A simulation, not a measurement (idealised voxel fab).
This is a process module. Its name is voxel gate over fins.
In the cross-section labelled cut, the width is 265 nm and each square cell is 5 nm.
A cross-section is written here as square cells arranged in a grid, and it is given in bands from the top down, each band taking up one or more rows of cells. Read a band's entry like this: the first values are the height of its top and the height of its bottom in nm, and what follows is the sequence of materials from left to right, each with its width in nm. Note that "air" is empty space, and that a single material marked "edge to edge" reaches across the band from edge to edge. Below 0: as-received wafer, all one material; heights counted from there. Lowest band: no bottom, goes on down, written "0..down". Per-row width for "30 to 40": begins at first number (top row of band), ends at second number (bottom row), increment between rows held constant. Given "stayed the same" for a step, no cell of the cross-section differs between before and after that step. In "Voids, enclosed" the enclosed voids are listed, meaning empty spaces of 8 cells or larger without any opening to the top. The form is width x height at distance, distance from the left edge, units nm. Whatever follows a step's settings on its line is a remark the simulator itself makes about that step. "overlay nm" answers the question of how far to the right of plan the mask lay on a step that has a mask, and when it is negative the answer is to the left.
PLANNED STEP LIST FOR THE PROCESS
step 1: RECEIVE with material Si
step 2: CONFORMAL_DEP with material SiN, thk nm 10
step 3: DIRECTIONAL_DEP with material aC, thk nm 10
step 4: PATTERN with tone cover, mask id FINS, material resist, width nm 15, pitch nm 50, thk nm 30, overlay nm 0
step 5: DIRECTIONAL_ETCH with etch materials aC, depth nm 10
step 6: STRIP with etch materials resist
step 7: DIRECTIONAL_ETCH with etch materials SiN, depth nm 10
step 8: DIRECTIONAL_ETCH with etch materials Si, depth nm 30
step 9: STRIP with etch materials aC
step 10: FILL_DEP with material SiO2, thk nm 10
step 11: CMP with height nm 10
step 12: PATTERN with tone open, mask id RAIL, material resist, width nm 15, thk nm 20, overlay nm 0
step 13: DIRECTIONAL_ETCH with etch materials SiO2, depth nm 35
step 14: STRIP with etch materials resist
step 15: CONFORMAL_DEP with material TiN, thk nm 5
step 16: FILL_DEP with material W, thk nm 10
step 17: CMP with height nm 10
step 18: SELECTIVE_ETCH with etch materials W Ru TiN, depth nm 25
step 19: FILL_DEP with material SiO2, thk nm 5
step 20: CMP with height nm 10
step 21: SELECTIVE_ETCH with etch materials SiO2, depth nm 20
step 22: STRIP with etch materials SiN
step 23: CONFORMAL_DEP with material HfO2, thk nm 5
step 24: CONFORMAL_DEP with material TiN, thk nm 5
step 25: FILL_DEP with material W, thk nm 15
step 26: CMP with height nm 20
step 27: CONFORMAL_DEP with material SiCN, thk nm 5
RECEIVED-STATE CROSS-SECTION, REFLECTING COMPLETION OF STEP 1
> 0..down | Si edge to edge
> Voids, enclosed: none
WAFER CROSS-SECTION AT MODULE END: FIRST OF TWO, RUN TO PLAN
> 25..20 | SiCN edge to edge
> 20..10 | W edge to edge
> 10..5 | 90 nm W / 35 nm TiN / 15 nm W / 35 nm TiN / 90 nm W
> 5..0 | 90 nm W / 5 nm TiN / 25 nm HfO2 / 5 nm TiN / 15 nm W / 5 nm TiN / 25 nm HfO2 / 5 nm TiN / 90 nm W
> 0..-5 | 95 nm TiN / 5 nm HfO2 / 15 nm Si / 5 nm HfO2 / 25 nm TiN / 5 nm HfO2 / 15 nm Si / 5 nm HfO2 / 95 nm TiN
> -5..-10 | 100 nm HfO2 / 15 nm Si / 35 nm HfO2 / 15 nm Si / 100 nm HfO2
> -10..-15 | 100 nm SiO2 / 15 nm Si / 35 nm SiO2 / 15 nm Si / 100 nm SiO2
> -15..-20 | 100 nm SiO2 / 15 nm Si / 10 nm SiO2 / 5 nm TiN / 5 nm W / 5 nm TiN / 10 nm SiO2 / 15 nm Si / 100 nm SiO2
> -20..-25 | 100 nm SiO2 / 15 nm Si / 10 nm SiO2 / 15 nm TiN / 10 nm SiO2 / 15 nm Si / 100 nm SiO2
> -25..-30 | 100 nm SiO2 / 15 nm Si / 35 nm SiO2 / 15 nm Si / 100 nm SiO2
> -30..down | Si edge to edge
> Voids, enclosed: none
SECOND WAFER THROUGH THE MODULE, SECTIONED AT THE END: SAME BEGINNING AND SAME PLAN AS THE FIRST WAFER, WITH ONE MISTAKE IN CARRYING IT OUT
> 25..20 | SiCN edge to edge
> 20..10 | W edge to edge
> 10..5 | 95 nm W / 35 nm TiN / 15 nm W / 35 nm TiN / 85 nm W
> 5..0 | 95 nm W / 5 nm TiN / 25 nm HfO2 / 5 nm TiN / 15 nm W / 5 nm TiN / 25 nm HfO2 / 5 nm TiN / 85 nm W
> 0..-5 | 100 nm TiN / 5 nm HfO2 / 15 nm Si / 5 nm HfO2 / 25 nm TiN / 5 nm HfO2 / 15 nm Si / 5 nm HfO2 / 90 nm TiN
> -5..-10 | 105 nm HfO2 / 15 nm Si / 35 nm HfO2 / 15 nm Si / 95 nm HfO2
> -10..-15 | 105 nm SiO2 / 15 nm Si / 35 nm SiO2 / 15 nm Si / 95 nm SiO2
> -15..-20 | 105 nm SiO2 / 15 nm Si / 5 nm SiO2 / 5 nm TiN / 5 nm W / 5 nm TiN / 15 nm SiO2 / 15 nm Si / 95 nm SiO2
> -20..-25 | 105 nm SiO2 / 15 nm Si / 5 nm SiO2 / 15 nm TiN / 15 nm SiO2 / 15 nm Si / 95 nm SiO2
> -25..-30 | 105 nm SiO2 / 15 nm Si / 35 nm SiO2 / 15 nm Si / 95 nm SiO2
> -30..down | Si edge to edge
> Voids, enclosed: none
What went wrong in running the wafer? step 4 was not run as planned; what actually ran was PATTERN with tone cover, mask id FINS, material resist, width nm 15, pitch nm 50, thk nm 30, overlay nm 5
Same inventory, different map: at the end, the second wafer holds as many cells of each material as the first, placed elsewhere.
